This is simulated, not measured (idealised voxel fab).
This is a process module. Its name is voxel capacitor over wiring.
Cross-sectional view cut (width: 290 nm; square cell size: 5 nm).
Format of a cross-section: grid, square cells. Given as bands. Order: top down. Band: one or more rows of cells.
Basically the band line says how high the top is and how high the bottom is, in nm, and then what's in it from left to right, every material with its width in nm. Empty space shows up as "blank", and if a single material carries "throughout" it runs the full band edge to edge.
Height 0 is the level under which the wafer as received is all one material. The lowest band goes on downwards, as in "0 down".
Note: "30->40" means the width goes from the first number (top row of the band) to the second number (bottom row) in equal steps per row of cells.
Reading "stayed the same" for a step: not a cell of the cross-section changed in it.
The label "Enclosed void list" introduces a list of the empty spaces, 8 cells or larger, that have no open way up to the top; each entry in it reads width x height at distance, where the distance is taken from the left edge and all three are stated in nm.
Whatever follows a step's settings on its line is a remark the simulator itself makes about that step.
A step line may carry the setting "overlay nm", which, for steps involving a mask, states the distance by which the mask lay to the right of its intended position; negative values denote displacement to the left.
**Listed below are the process steps as planned**
step 1: RECEIVE (material Si)
step 2: CONFORMAL_DEP (material SiO2; thk nm 10)
step 3: DIRECTIONAL_DEP (material TiN; thk nm 5)
step 4: DIRECTIONAL_DEP (material Ru; thk nm 25)
step 5: PATTERN (tone cover; mask id METAL_1; material resist; width nm 25; pitch nm 95; thk nm 15; overlay nm 0)
step 6: DIRECTIONAL_ETCH (etch materials Ru; depth nm 25)
step 7: DIRECTIONAL_ETCH (etch materials TiN; depth nm 5)
step 8: STRIP (etch materials resist)
step 9: CONFORMAL_DEP (material SiCN; thk nm 5)
step 10: FILL_DEP (material SiO2; thk nm 10)
step 11: CMP (height nm 40)
step 12: CONFORMAL_DEP (material SiCN; thk nm 5)
step 13: DIRECTIONAL_DEP (material SiO2; thk nm 15)
step 14: MASKED_ETCH (tone open; mask id PLUG_1; width nm 15; etch materials SiO2; depth nm 15; overlay nm 0)
step 15: MASKED_ETCH (tone open; mask id PLUG_1; width nm 15; etch materials SiCN; depth nm 5; overlay nm 0)
step 16: CONFORMAL_DEP (material TiN; thk nm 5)
step 17: FILL_DEP (material W; thk nm 5)
step 18: CMP (height nm 60)
step 19: DIRECTIONAL_DEP (material TiN; thk nm 5)
step 20: DIRECTIONAL_DEP (material SiN; thk nm 5)
step 21: DIRECTIONAL_DEP (material TiN; thk nm 5)
step 22: DIRECTIONAL_DEP (material aC; thk nm 10)
step 23: PATTERN (tone cover; mask id UPPER_PLATE; material resist; width nm 75; thk nm 25; overlay nm 0)
step 24: DIRECTIONAL_ETCH (etch materials aC; depth nm 10)
step 25: STRIP (etch materials resist)
step 26: DIRECTIONAL_ETCH (etch materials TiN; depth nm 5)
step 27: DIRECTIONAL_ETCH (etch materials SiN; depth nm 5)
step 28: STRIP (etch materials aC)
step 29: MASKED_ETCH (tone cover; mask id LOWER_PLATE; width nm 85; etch materials TiN; depth nm 5; overlay nm 0)
step 30: FILL_DEP (material SiO2; thk nm 15)
step 31: CMP (height nm 85)
step 32: DIRECTIONAL_DEP (material aC; thk nm 15)
step 33: PATTERN (tone open; mask id PLUG_2; material resist; width nm 15; thk nm 30; overlay nm 0)
step 34: DIRECTIONAL_ETCH (etch materials aC; depth nm 15)
step 35: STRIP (etch materials resist)
step 36: DIRECTIONAL_ETCH (etch materials SiO2; depth nm 10)
step 37: STRIP (etch materials aC)
step 38: CONFORMAL_DEP (material TiN; thk nm 5)
step 39: FILL_DEP (material W; thk nm 5)
step 40: CMP (height nm 85)
step 41: CONFORMAL_DEP (material SiN; thk nm 5)
**First wafer, two in total, run as planned**
**Here's what the wafer looked like in cross-section when it arrived - that's after step 1**
  0 down = Si throughout
  Enclosed void list: none
**How the wafer stands in section after step 2**
  10 to 0 = SiO2 throughout
  Anything lower than 0 is untouched.
**How the wafer stands in section after step 3**
  15 to 10 = TiN throughout
  Anything lower than 10 is untouched.
**How the wafer stands in section after step 4**
  40 to 15 = Ru throughout
  Anything lower than 15 is untouched.
**How the wafer stands in section after step 5**
  55 to 40 = blank 85, resist 25, blank 70, resist 25, blank 85
  Anything lower than 40 is untouched.
**How the wafer stands in section after step 6**
  55 to 40 = blank 85, resist 25, blank 70, resist 25, blank 85
  40 to 15 = blank 85, Ru 25, blank 70, Ru 25, blank 85
  Anything lower than 15 is untouched.
**How the wafer stands in section after step 7**
  55 to 40 = blank 85, resist 25, blank 70, resist 25, blank 85
  40 to 15 = blank 85, Ru 25, blank 70, Ru 25, blank 85
  15 to 10 = blank 85, TiN 25, blank 70, TiN 25, blank 85
  Anything lower than 10 is untouched.
**How the wafer stands in section after step 8**
  40 to 15 = blank 85, Ru 25, blank 70, Ru 25, blank 85
  Anything lower than 15 is untouched.
**How the wafer stands in section after step 9**
  45 to 40 = blank 80, SiCN 35, blank 60, SiCN 35, blank 80
  40 to 15 = blank 80, SiCN 5, Ru 25, SiCN 5, blank 60, SiCN 5, Ru 25, SiCN 5, blank 80
  15 to 10 = SiCN 85, TiN 25, SiCN 70, TiN 25, SiCN 85
  Anything lower than 10 is untouched.
**How the wafer stands in section after step 10**
  55 to 45 = SiO2 throughout
  45 to 40 = SiO2 80, SiCN 35, SiO2 60, SiCN 35, SiO2 80
  40 to 15 = SiO2 80, SiCN 5, Ru 25, SiCN 5, SiO2 60, SiCN 5, Ru 25, SiCN 5, SiO2 80
  Anything lower than 15 is untouched.
**How the wafer stands in section after step 11**
  40 to 15 = SiO2 80, SiCN 5, Ru 25, SiCN 5, SiO2 60, SiCN 5, Ru 25, SiCN 5, SiO2 80
  Anything lower than 15 is untouched.
**How the wafer stands in section after step 12**
  45 to 40 = SiCN throughout
  Anything lower than 40 is untouched.
**How the wafer stands in section after step 13**
  60 to 45 = SiO2 throughout
  Anything lower than 45 is untouched.
**How the wafer stands in section after step 14**
  60 to 45 = SiO2 95, blank 15, SiO2 180
  Anything lower than 45 is untouched.
**How the wafer stands in section after step 15**
  60 to 45 = SiO2 95, blank 15, SiO2 180
  45 to 40 = SiCN 95, blank 15, SiCN 180
  Anything lower than 40 is untouched.
**How the wafer stands in section after step 16**
  65 to 60 = TiN 100, blank 5, TiN 185
  60 to 45 = SiO2 95, TiN 5, blank 5, TiN 5, SiO2 180
  45 to 40 = SiCN 95, TiN 15, SiCN 180
  Anything lower than 40 is untouched.
**How the wafer stands in section after step 17**
  70 to 65 = W throughout
  65 to 60 = TiN 100, W 5, TiN 185
  60 to 45 = SiO2 95, TiN 5, W 5, TiN 5, SiO2 180
  Anything lower than 45 is untouched.
**How the wafer stands in section after step 18**
  60 to 45 = SiO2 95, TiN 5, W 5, TiN 5, SiO2 180
  Anything lower than 45 is untouched.
**How the wafer stands in section after step 19**
  65 to 60 = TiN throughout
  Anything lower than 60 is untouched.
**How the wafer stands in section after step 20**
  70 to 65 = SiN throughout
  Anything lower than 65 is untouched.
**How the wafer stands in section after step 21**
  75 to 70 = TiN throughout
  Anything lower than 70 is untouched.
**How the wafer stands in section after step 22**
  85 to 75 = aC throughout
  Anything lower than 75 is untouched.
**How the wafer stands in section after step 23**
  110 to 85 = blank 95, resist 75, blank 120
  Anything lower than 85 is untouched.
**How the wafer stands in section after step 24**
  100 to 85 = blank 95, resist 75, blank 120
  85 to 75 = blank 95, aC 75, blank 120
  Anything lower than 75 is untouched.
**How the wafer stands in section after step 25**
  85 to 75 = blank 95, aC 75, blank 120
  Anything lower than 75 is untouched.
**How the wafer stands in section after step 26**
  85 to 75 = blank 95, aC 75, blank 120
  75 to 70 = blank 95, TiN 75, blank 120
  Anything lower than 70 is untouched.
**How the wafer stands in section after step 27**
  85 to 75 = blank 95, aC 75, blank 120
  75 to 70 = blank 95, TiN 75, blank 120
  70 to 65 = blank 95, SiN 75, blank 120
  Anything lower than 65 is untouched.
**How the wafer stands in section after step 28**
  75 to 70 = blank 95, TiN 75, blank 120
  Anything lower than 70 is untouched.
**How the wafer stands in section after step 29**
  75 to 70 = blank 95, TiN 75, blank 120
  70 to 65 = blank 95, SiN 75, blank 120
  65 to 60 = blank 90, TiN 85, blank 115
  Anything lower than 60 is untouched.
**How the wafer stands in section after step 30**
  90 to 75 = SiO2 throughout
  75 to 70 = SiO2 95, TiN 75, SiO2 120
  70 to 65 = SiO2 95, SiN 75, SiO2 120
  65 to 60 = SiO2 90, TiN 85, SiO2 115
  Anything lower than 60 is untouched.
**How the wafer stands in section after step 31**
  85 to 75 = SiO2 throughout
  Anything lower than 75 is untouched.
**How the wafer stands in section after step 32**
  100 to 85 = aC throughout
  Anything lower than 85 is untouched.
**How the wafer stands in section after step 33**
  130 to 100 = resist 105, blank 15, resist 170
  Anything lower than 100 is untouched.
**How the wafer stands in section after step 34**
  115 to 100 = resist 105, blank 15, resist 170
  100 to 85 = aC 105, blank 15, aC 170
  Anything lower than 85 is untouched.
**How the wafer stands in section after step 35**
  100 to 85 = aC 105, blank 15, aC 170
  Anything lower than 85 is untouched.
**How the wafer stands in section after step 36**
  100 to 85 = aC 105, blank 15, aC 170
  85 to 75 = SiO2 105, blank 15, SiO2 170
  Anything lower than 75 is untouched.
**How the wafer stands in section after step 37**
  85 to 75 = SiO2 105, blank 15, SiO2 170
  Anything lower than 75 is untouched.
**How the wafer stands in section after step 38**
  90 to 85 = TiN 110, blank 5, TiN 175
  85 to 80 = SiO2 105, TiN 5, blank 5, TiN 5, SiO2 170
  80 to 70 = SiO2 105->95, TiN 15->75, SiO2 170->120
  Anything lower than 70 is untouched.
**How the wafer stands in section after step 39**
  95 to 90 = W throughout
  90 to 85 = TiN 110, W 5, TiN 175
  85 to 80 = SiO2 105, TiN 5, W 5, TiN 5, SiO2 170
  Anything lower than 80 is untouched.
**How the wafer stands in section after step 40**
  85 to 80 = SiO2 105, TiN 5, W 5, TiN 5, SiO2 170
  Anything lower than 80 is untouched.
**How the wafer stands in section after step 41**
  90 to 85 = SiN throughout
  Anything lower than 85 is untouched.
**Second wafer: same start and same plan as the first, one execution error; identical to the first through step 2**
**The second wafer cut through, at the time step 3 was supposed to be finished**
  15 to 0 = SiO2 throughout
  Anything lower than 0 is untouched.
**The second wafer cut through, at the time step 4 was supposed to be finished**
  40 to 15 = Ru throughout
  Anything lower than 15 is untouched.
**The second wafer cut through, at the time step 5 was supposed to be finished**
  55 to 40 = blank 85, resist 25, blank 70, resist 25, blank 85
  Anything lower than 40 is untouched.
**The second wafer cut through, at the time step 6 was supposed to be finished**
  55 to 40 = blank 85, resist 25, blank 70, resist 25, blank 85
  40 to 15 = blank 85, Ru 25, blank 70, Ru 25, blank 85
  Anything lower than 15 is untouched.
The second wafer cut through, at the time step 7 was supposed to be finished: stayed the same
**The second wafer cut through, at the time step 8 was supposed to be finished**
  40 to 15 = blank 85, Ru 25, blank 70, Ru 25, blank 85
  Anything lower than 15 is untouched.
**The second wafer cut through, at the time step 9 was supposed to be finished**
  45 to 40 = blank 80, SiCN 35, blank 60, SiCN 35, blank 80
  40 to 20 = blank 80, SiCN 5, Ru 25, SiCN 5, blank 60, SiCN 5, Ru 25, SiCN 5, blank 80
  20 to 15 = SiCN 85, Ru 25, SiCN 70, Ru 25, SiCN 85
  Anything lower than 15 is untouched.
**The second wafer cut through, at the time step 10 was supposed to be finished**
  55 to 45 = SiO2 throughout
  45 to 40 = SiO2 80, SiCN 35, SiO2 60, SiCN 35, SiO2 80
  40 to 20 = SiO2 80, SiCN 5, Ru 25, SiCN 5, SiO2 60, SiCN 5, Ru 25, SiCN 5, SiO2 80
  Anything lower than 20 is untouched.
**The second wafer cut through, at the time step 11 was supposed to be finished**
  40 to 20 = SiO2 80, SiCN 5, Ru 25, SiCN 5, SiO2 60, SiCN 5, Ru 25, SiCN 5, SiO2 80
  Anything lower than 20 is untouched.
**The second wafer cut through, at the time step 12 was supposed to be finished**
  45 to 40 = SiCN throughout
  Anything lower than 40 is untouched.
**The second wafer cut through, at the time step 13 was supposed to be finished**
  60 to 45 = SiO2 throughout
  Anything lower than 45 is untouched.
**The second wafer cut through, at the time step 14 was supposed to be finished**
  60 to 45 = SiO2 95, blank 15, SiO2 180
  Anything lower than 45 is untouched.
**The second wafer cut through, at the time step 15 was supposed to be finished**
  60 to 45 = SiO2 95, blank 15, SiO2 180
  45 to 40 = SiCN 95, blank 15, SiCN 180
  Anything lower than 40 is untouched.
**The second wafer cut through, at the time step 16 was supposed to be finished**
  65 to 60 = TiN 100, blank 5, TiN 185
  60 to 45 = SiO2 95, TiN 5, blank 5, TiN 5, SiO2 180
  45 to 40 = SiCN 95, TiN 15, SiCN 180
  Anything lower than 40 is untouched.
**The second wafer cut through, at the time step 17 was supposed to be finished**
  70 to 65 = W throughout
  65 to 60 = TiN 100, W 5, TiN 185
  60 to 45 = SiO2 95, TiN 5, W 5, TiN 5, SiO2 180
  Anything lower than 45 is untouched.
**The second wafer cut through, at the time step 18 was supposed to be finished**
  60 to 45 = SiO2 95, TiN 5, W 5, TiN 5, SiO2 180
  Anything lower than 45 is untouched.
**The second wafer cut through, at the time step 19 was supposed to be finished**
  65 to 60 = TiN throughout
  Anything lower than 60 is untouched.
**The second wafer cut through, at the time step 20 was supposed to be finished**
  70 to 65 = SiN throughout
  Anything lower than 65 is untouched.
**The second wafer cut through, at the time step 21 was supposed to be finished**
  75 to 70 = TiN throughout
  Anything lower than 70 is untouched.
**The second wafer cut through, at the time step 22 was supposed to be finished**
  85 to 75 = aC throughout
  Anything lower than 75 is untouched.
**The second wafer cut through, at the time step 23 was supposed to be finished**
  110 to 85 = blank 95, resist 75, blank 120
  Anything lower than 85 is untouched.
**The second wafer cut through, at the time step 24 was supposed to be finished**
  100 to 85 = blank 95, resist 75, blank 120
  85 to 75 = blank 95, aC 75, blank 120
  Anything lower than 75 is untouched.
**The second wafer cut through, at the time step 25 was supposed to be finished**
  85 to 75 = blank 95, aC 75, blank 120
  Anything lower than 75 is untouched.
**The second wafer cut through, at the time step 26 was supposed to be finished**
  85 to 75 = blank 95, aC 75, blank 120
  75 to 70 = blank 95, TiN 75, blank 120
  Anything lower than 70 is untouched.
**The second wafer cut through, at the time step 27 was supposed to be finished**
  85 to 75 = blank 95, aC 75, blank 120
  75 to 70 = blank 95, TiN 75, blank 120
  70 to 65 = blank 95, SiN 75, blank 120
  Anything lower than 65 is untouched.
**The second wafer cut through, at the time step 28 was supposed to be finished**
  75 to 70 = blank 95, TiN 75, blank 120
  Anything lower than 70 is untouched.
**The second wafer cut through, at the time step 29 was supposed to be finished**
  75 to 70 = blank 95, TiN 75, blank 120
  70 to 65 = blank 95, SiN 75, blank 120
  65 to 60 = blank 90, TiN 85, blank 115
  Anything lower than 60 is untouched.
**The second wafer cut through, at the time step 30 was supposed to be finished**
  90 to 75 = SiO2 throughout
  75 to 70 = SiO2 95, TiN 75, SiO2 120
  70 to 65 = SiO2 95, SiN 75, SiO2 120
  65 to 60 = SiO2 90, TiN 85, SiO2 115
  Anything lower than 60 is untouched.
**The second wafer cut through, at the time step 31 was supposed to be finished**
  85 to 75 = SiO2 throughout
  Anything lower than 75 is untouched.
**The second wafer cut through, at the time step 32 was supposed to be finished**
  100 to 85 = aC throughout
  Anything lower than 85 is untouched.
**The second wafer cut through, at the time step 33 was supposed to be finished**
  130 to 100 = resist 105, blank 15, resist 170
  Anything lower than 100 is untouched.
**The second wafer cut through, at the time step 34 was supposed to be finished**
  115 to 100 = resist 105, blank 15, resist 170
  100 to 85 = aC 105, blank 15, aC 170
  Anything lower than 85 is untouched.
**The second wafer cut through, at the time step 35 was supposed to be finished**
  100 to 85 = aC 105, blank 15, aC 170
  Anything lower than 85 is untouched.
**The second wafer cut through, at the time step 36 was supposed to be finished**
  100 to 85 = aC 105, blank 15, aC 170
  85 to 75 = SiO2 105, blank 15, SiO2 170
  Anything lower than 75 is untouched.
**The second wafer cut through, at the time step 37 was supposed to be finished**
  85 to 75 = SiO2 105, blank 15, SiO2 170
  Anything lower than 75 is untouched.
**The second wafer cut through, at the time step 38 was supposed to be finished**
  90 to 85 = TiN 110, blank 5, TiN 175
  85 to 80 = SiO2 105, TiN 5, blank 5, TiN 5, SiO2 170
  80 to 70 = SiO2 105->95, TiN 15->75, SiO2 170->120
  Anything lower than 70 is untouched.
**The second wafer cut through, at the time step 39 was supposed to be finished**
  95 to 90 = W throughout
  90 to 85 = TiN 110, W 5, TiN 175
  85 to 80 = SiO2 105, TiN 5, W 5, TiN 5, SiO2 170
  Anything lower than 80 is untouched.
**The second wafer cut through, at the time step 40 was supposed to be finished**
  85 to 80 = SiO2 105, TiN 5, W 5, TiN 5, SiO2 170
  Anything lower than 80 is untouched.
**The second wafer cut through, at the time step 41 was supposed to be finished**
  90 to 85 = SiN throughout
  Anything lower than 85 is untouched.
Nonconformance to the process plan: it should be noted that step 3 was executed with settings other than those planned, the operation and settings actually applied being DIRECTIONAL_DEP (material SiO2; thk nm 5)
In the final state, the cell counts of the second wafer exceed or fall short of those of the first for the following materials: -4 SiCN | +14 SiO2 | -10 TiN
